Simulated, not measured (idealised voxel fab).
Proc. module: voxel spacer lines
For reference, the cross-section in this document is cut, with width 155 nm and square cells of 5 nm.
Cross-sections here: square-cell grids, written as top-down lists of bands, a band being one or more rows of cells.
Quick guide to a band line: top height, bottom height (nm) up front; then every material left to right with its width in nm. Only one material and it's marked "all across"? Then it fills the band edge to edge. And "empty" just means empty space.
Below 0: as-received wafer, all one material; heights counted from there. Lowest band: no bottom, goes on down, written "0..down".
Width: "30->40" (first number = top row, second number = bottom row, same change from row to row of cells).
When a step is marked "remained the same", none of the cells in the cross-section changed during that step.
"Unvented voids": empty spaces of 8 cells or more with no open way to the top, each given as width x height at distance, distance from the left edge, all in nm.
Heads up: the bit after the settings on a step's line is the simulator's remark on that step.
For masked steps, "overlay nm" on the step line gives how far right of plan the mask actually lay; a minus sign means it lay to the left.

-- Process steps (planned)
1) RECEIVE | material Si
2) CONFORMAL_DEP | material Al2O3 | thk nm 10
3) DIRECTIONAL_DEP | material W | thk nm 20
4) DIRECTIONAL_DEP | material aC | thk nm 30
5) PATTERN | tone cover | mask id MANDREL | material resist | width nm 20 | pitch nm 60 | thk nm 40 | overlay nm 0
6) DIRECTIONAL_ETCH | etch materials aC | depth nm 30
7) STRIP | etch materials resist
8) CONFORMAL_DEP | material SiN | thk nm 10
9) DIRECTIONAL_ETCH | etch materials SiN | depth nm 10
10) STRIP | etch materials aC
11) DIRECTIONAL_ETCH | etch materials W | depth nm 20
12) STRIP | etch materials SiN

-- Incoming wafer in cross-section (state: after step 1)
* 0..down: Si all across
* Unvented voids: none

-- End-of-module XS, first of two wafers, run as planned
* 30..10: empty (25) | W (10) | empty (20) | W (10) | empty (20) | W (10) | empty (20) | W (10) | empty (30)
* 10..0: Al2O3 all across
* 0..down: Si all across
* Unvented voids: none

-- Same start, same plan as the first wafer - but one mistake in the run. Cross-section of the second of the two at the end of the module
* 30..10: empty (25) | W (40) | empty (20) | W (40) | empty (30)
* 10..0: Al2O3 all across
* 0..down: Si all across
* Unvented voids: none
Which mistake was made when the wafer was run? the processing plan was not followed for steps 10 and 11, which were run with their positions exchanged
Final wafer comparison in cells, second versus first, more or fewer per material: W +32
